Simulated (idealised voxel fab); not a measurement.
process module | voxel capacitor over wiring
cross-section cut | 195 nm wide | cells 5 nm
A cross-section is a grid of square cells, given in bands from the top down. A band is one or more rows of cells.
Each band's line starts with the height of the band's top and of its bottom, in nm. Then come its materials from left to right, each with its width in nm. One material with "throughout" fills the band from edge to edge. "air" is empty space.
Height 0 is the level under which the wafer as received is all one material. The lowest band goes on downwards, as in "0 down".
A width such as "30 to 40" changes by the same amount from each row of cells to the next, from the band's top row to its bottom row.
"no change" after a step means that no cell of the cross-section changed.
closed voids: empty space of 8 cells or more with no open way to the top, each as width x height at its distance from the left edge, in nm
after a step's settings: what the simulator itself notes on the step
overlay nm, on a step with a mask: how far to the right of its planned place the mask lay; to the left if negative
plan
1 op RECEIVE | material Si
2 op CONFORMAL_DEP | material SiO2 | thk nm 10
3 op CONFORMAL_DEP | material SiN | thk nm 5
4 op DIRECTIONAL_DEP | material lowk | thk nm 15
5 op PATTERN | tone open | mask id METAL_1 | material resist | width nm 25 | pitch nm 95 | thk nm 20 | overlay nm 0
6 op DIRECTIONAL_ETCH | etch materials lowk | depth nm 15
7 op DIRECTIONAL_ETCH | etch materials SiN | depth nm 5
8 op STRIP | etch materials resist
9 op CONFORMAL_DEP | material TiN | thk nm 5
10 op FILL_DEP | material Cu | thk nm 5
11 op CMP | height nm 30
12 op CONFORMAL_DEP | material SiCN | thk nm 5
13 op DIRECTIONAL_DEP | material SiO2 | thk nm 15
14 op MASKED_ETCH | tone open | mask id PLUG_1 | width nm 15 | etch materials SiO2 | depth nm 15 | overlay nm 0
15 op MASKED_ETCH | tone open | mask id PLUG_1 | width nm 15 | etch materials SiCN | depth nm 5 | overlay nm 0
16 op CONFORMAL_DEP | material TiN | thk nm 5
17 op FILL_DEP | material Cu | thk nm 5
18 op CMP | height nm 50
19 op DIRECTIONAL_DEP | material TiN | thk nm 10
20 op DIRECTIONAL_DEP | material HfO2 | thk nm 5
21 op DIRECTIONAL_DEP | material TiN | thk nm 5
22 op DIRECTIONAL_DEP | material aC | thk nm 15
23 op PATTERN | tone cover | mask id UPPER_PLATE | material resist | width nm 75 | thk nm 30 | overlay nm -15
24 op DIRECTIONAL_ETCH | etch materials aC | depth nm 15
25 op STRIP | etch materials resist
26 op DIRECTIONAL_ETCH | etch materials TiN | depth nm 5
27 op DIRECTIONAL_ETCH | etch materials HfO2 | depth nm 5
28 op STRIP | etch materials aC
29 op PATTERN | tone cover | mask id LOWER_PLATE | material resist | width nm 85 | thk nm 15 | overlay nm 0
30 op DIRECTIONAL_ETCH | etch materials TiN | depth nm 10
31 op STRIP | etch materials resist
32 op FILL_DEP | material SiO2 | thk nm 15
33 op CMP | height nm 80
34 op PATTERN | tone open | mask id PLUG_2 | material resist | width nm 15 | thk nm 20 | overlay nm 0
35 op DIRECTIONAL_ETCH | etch materials SiO2 | depth nm 10
36 op STRIP | etch materials resist
37 op CONFORMAL_DEP | material TiN | thk nm 5
38 op FILL_DEP | material W | thk nm 5
39 op CMP | height nm 80
40 op CONFORMAL_DEP | material SiCN | thk nm 5
varied across the wafers: overlay nm of step 23. The plan shows the first wafer's value. All wafers start alike
first wafer as received, after step 1
  0 down: Si throughout
  closed voids: none
each wafer at the end: cells of each material gained (+) or lost (-) since it was received, then its closed voids
overlay nm -15 | +21 Cu | +15 HfO2 | +75 SiCN | +29 SiN | +348 SiO2 | +87 TiN | +1 W | +87 lowk | closed voids: none
overlay nm -10 | +21 Cu | +15 HfO2 | +75 SiCN | +29 SiN | +349 SiO2 | +86 TiN | +1 W | +87 lowk | closed voids: none
overlay nm -5 | +21 Cu | +15 HfO2 | +75 SiCN | +29 SiN | +350 SiO2 | +85 TiN | +1 W | +87 lowk | closed voids: none
overlay nm 0 | +21 Cu | +15 HfO2 | +75 SiCN | +29 SiN | +350 SiO2 | +85 TiN | +1 W | +87 lowk | closed voids: none
overlay nm 5 | +21 Cu | +15 HfO2 | +75 SiCN | +29 SiN | +350 SiO2 | +85 TiN | +1 W | +87 lowk | closed voids: none
overlay nm 10 | +21 Cu | +15 HfO2 | +75 SiCN | +29 SiN | +349 SiO2 | +86 TiN | +1 W | +87 lowk | closed voids: none
overlay nm 15 | +21 Cu | +15 HfO2 | +75 SiCN | +29 SiN | +348 SiO2 | +87 TiN | +1 W | +87 lowk | closed voids: none
